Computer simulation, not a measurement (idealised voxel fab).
The following process module bears the name voxel capacitor over wiring.
Cross-sectional view cut (width: 150 nm; square cell size: 5 nm).
Throughout this document, each cross-section is represented as a grid of square cells and is presented as a sequence of bands enumerated from the top downward, where a band comprises one or more rows of cells.
Heads up on the band format: heights come first, top then bottom, in nm. After that it's the materials left to right, each with its width in nm. A single material flagged "throughout" fills the whole band edge to edge, and "empty" means there's empty space there.
A quick word on heights: they are counted from 0, and under that level the wafer as it came to us is one material throughout. The lowest band is different from the rest in having no bottom; it simply continues downward, written as in "from 0 down".
So if you see something like "30 to 40" for the width, read it as the top row of the band sitting at the first number and the bottom row at the second, with every row in between moving by the same amount as the last.
The cross-section has no changed cell in any step marked "nothing altered".
Reported under the label "Sealed void listing" are the empty spaces having no open way to the top and comprising 8 cells or more; the notation for each is width x height at distance, in which the distance is measured from the left edge and all three values are in nm.
Whatever follows a step's settings on its line is a remark the simulator itself makes about that step.
overlay nm: right-of-plan distance of the mask on a masked step; negative values mean left-of-plan.
## Intended process steps
1. RECEIVE [material Si]
2. CONFORMAL_DEP [material SiO2] [thk nm 10]
3. DIRECTIONAL_DEP [material TiN] [thk nm 5]
4. DIRECTIONAL_DEP [material W] [thk nm 15]
5. MASKED_ETCH [tone cover] [mask id METAL_1] [width nm 30] [pitch nm 90] [etch materials W] [depth nm 15] [overlay nm 0]
6. MASKED_ETCH [tone cover] [mask id METAL_1] [width nm 30] [pitch nm 90] [etch materials TiN] [depth nm 5] [overlay nm 0]
7. CONFORMAL_DEP [material SiN] [thk nm 5]
8. FILL_DEP [material SiO2] [thk nm 5]
9. CMP [height nm 30]
10. CONFORMAL_DEP [material SiCN] [thk nm 5]
11. DIRECTIONAL_DEP [material SiO2] [thk nm 10]
12. MASKED_ETCH [tone open] [mask id PLUG_1] [width nm 15] [etch materials SiO2] [depth nm 10] [overlay nm 0]
13. MASKED_ETCH [tone open] [mask id PLUG_1] [width nm 15] [etch materials SiCN] [depth nm 5] [overlay nm 0]
14. EPI [material Ru] [thk nm 10]
15. EPI [material Ru] [thk nm 5]
16. DIRECTIONAL_DEP [material TiN] [thk nm 5]
17. DIRECTIONAL_DEP [material Al2O3] [thk nm 5]
18. DIRECTIONAL_DEP [material TiN] [thk nm 10]
19. DIRECTIONAL_DEP [material aC] [thk nm 10]
20. PATTERN [tone cover] [mask id UPPER_PLATE] [material resist] [width nm 65] [thk nm 30] [overlay nm 0]
21. DIRECTIONAL_ETCH [etch materials aC] [depth nm 10]
22. STRIP [etch materials resist]
23. DIRECTIONAL_ETCH [etch materials TiN] [depth nm 10]
24. DIRECTIONAL_ETCH [etch materials Al2O3] [depth nm 5]
25. STRIP [etch materials aC]
26. DIRECTIONAL_DEP [material aC] [thk nm 10]
27. PATTERN [tone cover] [mask id LOWER_PLATE] [material resist] [width nm 75] [thk nm 30] [overlay nm 0]
28. DIRECTIONAL_ETCH [etch materials aC] [depth nm 10]
29. STRIP [etch materials resist]
30. DIRECTIONAL_ETCH [etch materials TiN] [depth nm 5]
31. STRIP [etch materials aC]
32. FILL_DEP [material SiO2] [thk nm 20]
33. CMP [height nm 80]
34. MASKED_ETCH [tone open] [mask id PLUG_2] [width nm 15] [etch materials SiO2] [depth nm 15] [overlay nm 0]
35. CONFORMAL_DEP [material TiN] [thk nm 5]
36. FILL_DEP [material W] [thk nm 5]
37. CMP [height nm 80]
38. CONFORMAL_DEP [material SiN] [thk nm 5]
## The first of two wafers, run as planned
## Wafer at receipt (post step 1), cross-section
> from 0 down: Si throughout
> Sealed void listing: none
## Upon completion of step 2, the wafer appears in cross-section as shown
> from 10 to 0: SiO2 throughout
> All layers under 0 are left as they were.
## Upon completion of step 3, the wafer appears in cross-section as shown
> from 15 to 10: TiN throughout
> All layers under 10 are left as they were.
## Upon completion of step 4, the wafer appears in cross-section as shown
> from 30 to 15: W throughout
> All layers under 15 are left as they were.
## Upon completion of step 5, the wafer appears in cross-section as shown
> from 30 to 15: 15 empty | 30 W | 60 empty | 30 W | 15 empty
> All layers under 15 are left as they were.
## Upon completion of step 6, the wafer appears in cross-section as shown
> from 30 to 15: 15 empty | 30 W | 60 empty | 30 W | 15 empty
> from 15 to 10: 15 empty | 30 TiN | 60 empty | 30 TiN | 15 empty
> All layers under 10 are left as they were.
## Upon completion of step 7, the wafer appears in cross-section as shown
> from 35 to 30: 10 empty | 40 SiN | 50 empty | 40 SiN | 10 empty
> from 30 to 15: 10 empty | 5 SiN | 30 W | 5 SiN | 50 empty | 5 SiN | 30 W | 5 SiN | 10 empty
> from 15 to 10: 15 SiN | 30 TiN | 60 SiN | 30 TiN | 15 SiN
> All layers under 10 are left as they were.
## Upon completion of step 8, the wafer appears in cross-section as shown
> from 40 to 35: SiO2 throughout
> from 35 to 30: 10 SiO2 | 40 SiN | 50 SiO2 | 40 SiN | 10 SiO2
> from 30 to 15: 10 SiO2 | 5 SiN | 30 W | 5 SiN | 50 SiO2 | 5 SiN | 30 W | 5 SiN | 10 SiO2
> All layers under 15 are left as they were.
## Upon completion of step 9, the wafer appears in cross-section as shown
> from 30 to 15: 10 SiO2 | 5 SiN | 30 W | 5 SiN | 50 SiO2 | 5 SiN | 30 W | 5 SiN | 10 SiO2
> All layers under 15 are left as they were.
## Upon completion of step 10, the wafer appears in cross-section as shown
> from 35 to 30: SiCN throughout
> All layers under 30 are left as they were.
## Upon completion of step 11, the wafer appears in cross-section as shown
> from 45 to 35: SiO2 throughout
> All layers under 35 are left as they were.
## Upon completion of step 12, the wafer appears in cross-section as shown
> from 45 to 35: 30 SiO2 | 15 empty | 105 SiO2
> All layers under 35 are left as they were.
## Upon completion of step 13, the wafer appears in cross-section as shown
> from 45 to 35: 30 SiO2 | 15 empty | 105 SiO2
> from 35 to 30: 30 SiCN | 15 empty | 105 SiCN
> All layers under 30 are left as they were.
## Upon completion of step 14, the wafer appears in cross-section as shown
> from 45 to 40: 30 SiO2 | 15 empty | 105 SiO2
> from 40 to 35: 30 SiO2 | 15 Ru | 105 SiO2
> from 35 to 30: 30 SiCN | 15 Ru | 105 SiCN
> All layers under 30 are left as they were.
## Upon completion of step 15, the wafer appears in cross-section as shown
> from 45 to 35: 30 SiO2 | 15 Ru | 105 SiO2
> All layers under 35 are left as they were.
## Upon completion of step 16, the wafer appears in cross-section as shown
> from 50 to 45: TiN throughout
> All layers under 45 are left as they were.
## Upon completion of step 17, the wafer appears in cross-section as shown
> from 55 to 50: Al2O3 throughout
> All layers under 50 are left as they were.
## Upon completion of step 18, the wafer appears in cross-section as shown
> from 65 to 55: TiN throughout
> All layers under 55 are left as they were.
## Upon completion of step 19, the wafer appears in cross-section as shown
> from 75 to 65: aC throughout
> All layers under 65 are left as they were.
## Upon completion of step 20, the wafer appears in cross-section as shown
> from 105 to 75: 30 empty | 65 resist | 55 empty
> All layers under 75 are left as they were.
## Upon completion of step 21, the wafer appears in cross-section as shown
> from 95 to 75: 30 empty | 65 resist | 55 empty
> from 75 to 65: 30 empty | 65 aC | 55 empty
> All layers under 65 are left as they were.
## Upon completion of step 22, the wafer appears in cross-section as shown
> from 75 to 65: 30 empty | 65 aC | 55 empty
> All layers under 65 are left as they were.
## Upon completion of step 23, the wafer appears in cross-section as shown
> from 75 to 65: 30 empty | 65 aC | 55 empty
> from 65 to 55: 30 empty | 65 TiN | 55 empty
> All layers under 55 are left as they were.
## Upon completion of step 24, the wafer appears in cross-section as shown
> from 75 to 65: 30 empty | 65 aC | 55 empty
> from 65 to 55: 30 empty | 65 TiN | 55 empty
> from 55 to 50: 30 empty | 65 Al2O3 | 55 empty
> All layers under 50 are left as they were.
## Upon completion of step 25, the wafer appears in cross-section as shown
> from 65 to 55: 30 empty | 65 TiN | 55 empty
> All layers under 55 are left as they were.
## Upon completion of step 26, the wafer appears in cross-section as shown
> from 75 to 65: 30 empty | 65 aC | 55 empty
> from 65 to 60: 30 empty | 65 TiN | 55 empty
> from 60 to 55: 30 aC | 65 TiN | 55 aC
> from 55 to 50: 30 aC | 65 Al2O3 | 55 aC
> All layers under 50 are left as they were.
## Upon completion of step 27, the wafer appears in cross-section as shown
> from 105 to 75: 25 empty | 75 resist | 50 empty
> from 75 to 65: 25 empty | 5 resist | 65 aC | 5 resist | 50 empty
> from 65 to 60: 25 empty | 5 resist | 65 TiN | 5 resist | 50 empty
> All layers under 60 are left as they were.
## Upon completion of step 28, the wafer appears in cross-section as shown
> from 95 to 75: 25 empty | 75 resist | 50 empty
> from 75 to 65: 25 empty | 5 resist | 65 aC | 5 resist | 50 empty
> from 65 to 60: 25 empty | 5 resist | 65 TiN | 5 resist | 50 empty
> from 60 to 55: 25 empty | 5 aC | 65 TiN | 5 aC | 50 empty
> from 55 to 50: 25 empty | 5 aC | 65 Al2O3 | 5 aC | 50 empty
> All layers under 50 are left as they were.
## Upon completion of step 29, the wafer appears in cross-section as shown
> from 75 to 65: 30 empty | 65 aC | 55 empty
> from 65 to 60: 30 empty | 65 TiN | 55 empty
> All layers under 60 are left as they were.
## Upon completion of step 30, the wafer appears in cross-section as shown
> from 75 to 65: 30 empty | 65 aC | 55 empty
> from 65 to 60: 30 empty | 65 TiN | 55 empty
> from 60 to 55: 25 empty | 5 aC | 65 TiN | 5 aC | 50 empty
> from 55 to 50: 25 empty | 5 aC | 65 Al2O3 | 5 aC | 50 empty
> from 50 to 45: 25 empty | 75 TiN | 50 empty
> All layers under 45 are left as they were.
## Upon completion of step 31, the wafer appears in cross-section as shown
> from 65 to 55: 30 empty | 65 TiN | 55 empty
> from 55 to 50: 30 empty | 65 Al2O3 | 55 empty
> All layers under 50 are left as they were.
## Upon completion of step 32, the wafer appears in cross-section as shown
> from 85 to 65: SiO2 throughout
> from 65 to 55: 30 SiO2 | 65 TiN | 55 SiO2
> from 55 to 50: 30 SiO2 | 65 Al2O3 | 55 SiO2
> from 50 to 45: 25 SiO2 | 75 TiN | 50 SiO2
> All layers under 45 are left as they were.
## Upon completion of step 33, the wafer appears in cross-section as shown
> from 80 to 65: SiO2 throughout
> All layers under 65 are left as they were.
## Upon completion of step 34, the wafer appears in cross-section as shown
> from 80 to 65: 40 SiO2 | 15 empty | 95 SiO2
> All layers under 65 are left as they were.
## Upon completion of step 35, the wafer appears in cross-section as shown
> from 85 to 80: 45 TiN | 5 empty | 100 TiN
> from 80 to 70: 40 SiO2 | 5 TiN | 5 empty | 5 TiN | 95 SiO2
> from 70 to 65: 40 SiO2 | 15 TiN | 95 SiO2
> All layers under 65 are left as they were.
## Upon completion of step 36, the wafer appears in cross-section as shown
> from 90 to 85: W throughout
> from 85 to 80: 45 TiN | 5 W | 100 TiN
> from 80 to 70: 40 SiO2 | 5 TiN | 5 W | 5 TiN | 95 SiO2
> All layers under 70 are left as they were.
## Upon completion of step 37, the wafer appears in cross-section as shown
> from 80 to 70: 40 SiO2 | 5 TiN | 5 W | 5 TiN | 95 SiO2
> All layers under 70 are left as they were.
## Upon completion of step 38, the wafer appears in cross-section as shown
> from 85 to 80: SiN throughout
> All layers under 80 are left as they were.
## Second Wafer (Identical Start and Plan, One Processing Error; Matches First Wafer Through Step 11)
## Cross-section of the second wafer at the time by which step 12 should have been completed according to the plan
> from 45 to 35: 25 SiO2 | 15 empty | 110 SiO2
> All layers under 35 are left as they were.
## Cross-section of the second wafer at the time by which step 13 should have been completed according to the plan
> from 45 to 35: 25 SiO2 | 15 empty | 110 SiO2
> from 35 to 30: 30 SiCN | 10 empty | 110 SiCN
> All layers under 30 are left as they were.
## Cross-section of the second wafer at the time by which step 14 should have been completed according to the plan
> from 45 to 40: 25 SiO2 | 15 empty | 110 SiO2
> from 40 to 35: 25 SiO2 | 15 Ru | 110 SiO2
> from 35 to 30: 30 SiCN | 10 Ru | 110 SiCN
> All layers under 30 are left as they were.
## Cross-section of the second wafer at the time by which step 15 should have been completed according to the plan
> from 45 to 35: 25 SiO2 | 15 Ru | 110 SiO2
> All layers under 35 are left as they were.
## Cross-section of the second wafer at the time by which step 16 should have been completed according to the plan
> from 50 to 45: TiN throughout
> All layers under 45 are left as they were.
## Cross-section of the second wafer at the time by which step 17 should have been completed according to the plan
> from 55 to 50: Al2O3 throughout
> All layers under 50 are left as they were.
## Cross-section of the second wafer at the time by which step 18 should have been completed according to the plan
> from 65 to 55: TiN throughout
> All layers under 55 are left as they were.
## Cross-section of the second wafer at the time by which step 19 should have been completed according to the plan
> from 75 to 65: aC throughout
> All layers under 65 are left as they were.
## Cross-section of the second wafer at the time by which step 20 should have been completed according to the plan
> from 105 to 75: 30 empty | 65 resist | 55 empty
> All layers under 75 are left as they were.
## Cross-section of the second wafer at the time by which step 21 should have been completed according to the plan
> from 95 to 75: 30 empty | 65 resist | 55 empty
> from 75 to 65: 30 empty | 65 aC | 55 empty
> All layers under 65 are left as they were.
## Cross-section of the second wafer at the time by which step 22 should have been completed according to the plan
> from 75 to 65: 30 empty | 65 aC | 55 empty
> All layers under 65 are left as they were.
## Cross-section of the second wafer at the time by which step 23 should have been completed according to the plan
> from 75 to 65: 30 empty | 65 aC | 55 empty
> from 65 to 55: 30 empty | 65 TiN | 55 empty
> All layers under 55 are left as they were.
## Cross-section of the second wafer at the time by which step 24 should have been completed according to the plan
> from 75 to 65: 30 empty | 65 aC | 55 empty
> from 65 to 55: 30 empty | 65 TiN | 55 empty
> from 55 to 50: 30 empty | 65 Al2O3 | 55 empty
> All layers under 50 are left as they were.
## Cross-section of the second wafer at the time by which step 25 should have been completed according to the plan
> from 65 to 55: 30 empty | 65 TiN | 55 empty
> All layers under 55 are left as they were.
## Cross-section of the second wafer at the time by which step 26 should have been completed according to the plan
> from 75 to 65: 30 empty | 65 aC | 55 empty
> from 65 to 60: 30 empty | 65 TiN | 55 empty
> from 60 to 55: 30 aC | 65 TiN | 55 aC
> from 55 to 50: 30 aC | 65 Al2O3 | 55 aC
> All layers under 50 are left as they were.
## Cross-section of the second wafer at the time by which step 27 should have been completed according to the plan
> from 105 to 75: 25 empty | 75 resist | 50 empty
> from 75 to 65: 25 empty | 5 resist | 65 aC | 5 resist | 50 empty
> from 65 to 60: 25 empty | 5 resist | 65 TiN | 5 resist | 50 empty
> All layers under 60 are left as they were.
## Cross-section of the second wafer at the time by which step 28 should have been completed according to the plan
> from 95 to 75: 25 empty | 75 resist | 50 empty
> from 75 to 65: 25 empty | 5 resist | 65 aC | 5 resist | 50 empty
> from 65 to 60: 25 empty | 5 resist | 65 TiN | 5 resist | 50 empty
> from 60 to 55: 25 empty | 5 aC | 65 TiN | 5 aC | 50 empty
> from 55 to 50: 25 empty | 5 aC | 65 Al2O3 | 5 aC | 50 empty
> All layers under 50 are left as they were.
## Cross-section of the second wafer at the time by which step 29 should have been completed according to the plan
> from 75 to 65: 30 empty | 65 aC | 55 empty
> from 65 to 60: 30 empty | 65 TiN | 55 empty
> All layers under 60 are left as they were.
## Cross-section of the second wafer at the time by which step 30 should have been completed according to the plan
> from 75 to 65: 30 empty | 65 aC | 55 empty
> from 65 to 60: 30 empty | 65 TiN | 55 empty
> from 60 to 55: 25 empty | 5 aC | 65 TiN | 5 aC | 50 empty
> from 55 to 50: 25 empty | 5 aC | 65 Al2O3 | 5 aC | 50 empty
> from 50 to 45: 25 empty | 75 TiN | 50 empty
> All layers under 45 are left as they were.
## Cross-section of the second wafer at the time by which step 31 should have been completed according to the plan
> from 65 to 55: 30 empty | 65 TiN | 55 empty
> from 55 to 50: 30 empty | 65 Al2O3 | 55 empty
> All layers under 50 are left as they were.
## Cross-section of the second wafer at the time by which step 32 should have been completed according to the plan
> from 85 to 65: SiO2 throughout
> from 65 to 55: 30 SiO2 | 65 TiN | 55 SiO2
> from 55 to 50: 30 SiO2 | 65 Al2O3 | 55 SiO2
> from 50 to 45: 25 SiO2 | 75 TiN | 50 SiO2
> All layers under 45 are left as they were.
## Cross-section of the second wafer at the time by which step 33 should have been completed according to the plan
> from 80 to 65: SiO2 throughout
> All layers under 65 are left as they were.
## Cross-section of the second wafer at the time by which step 34 should have been completed according to the plan
> from 80 to 65: 40 SiO2 | 15 empty | 95 SiO2
> All layers under 65 are left as they were.
## Cross-section of the second wafer at the time by which step 35 should have been completed according to the plan
> from 85 to 80: 45 TiN | 5 empty | 100 TiN
> from 80 to 70: 40 SiO2 | 5 TiN | 5 empty | 5 TiN | 95 SiO2
> from 70 to 65: 40 SiO2 | 15 TiN | 95 SiO2
> All layers under 65 are left as they were.
## Cross-section of the second wafer at the time by which step 36 should have been completed according to the plan
> from 90 to 85: W throughout
> from 85 to 80: 45 TiN | 5 W | 100 TiN
> from 80 to 70: 40 SiO2 | 5 TiN | 5 W | 5 TiN | 95 SiO2
> All layers under 70 are left as they were.
## Cross-section of the second wafer at the time by which step 37 should have been completed according to the plan
> from 80 to 70: 40 SiO2 | 5 TiN | 5 W | 5 TiN | 95 SiO2
> All layers under 70 are left as they were.
## Cross-section of the second wafer at the time by which step 38 should have been completed according to the plan
> from 85 to 80: SiN throughout
> All layers under 80 are left as they were.
What was the processing mistake? for step 12, the planned setting was not used; the step was instead run as MASKED_ETCH [tone open] [mask id PLUG_1] [width nm 15] [etch materials SiO2] [depth nm 10] [overlay nm -5]
Heads up, by the end the second wafer has more or fewer cells of some materials compared to the first: 1 fewer of Ru; 1 more of SiCN
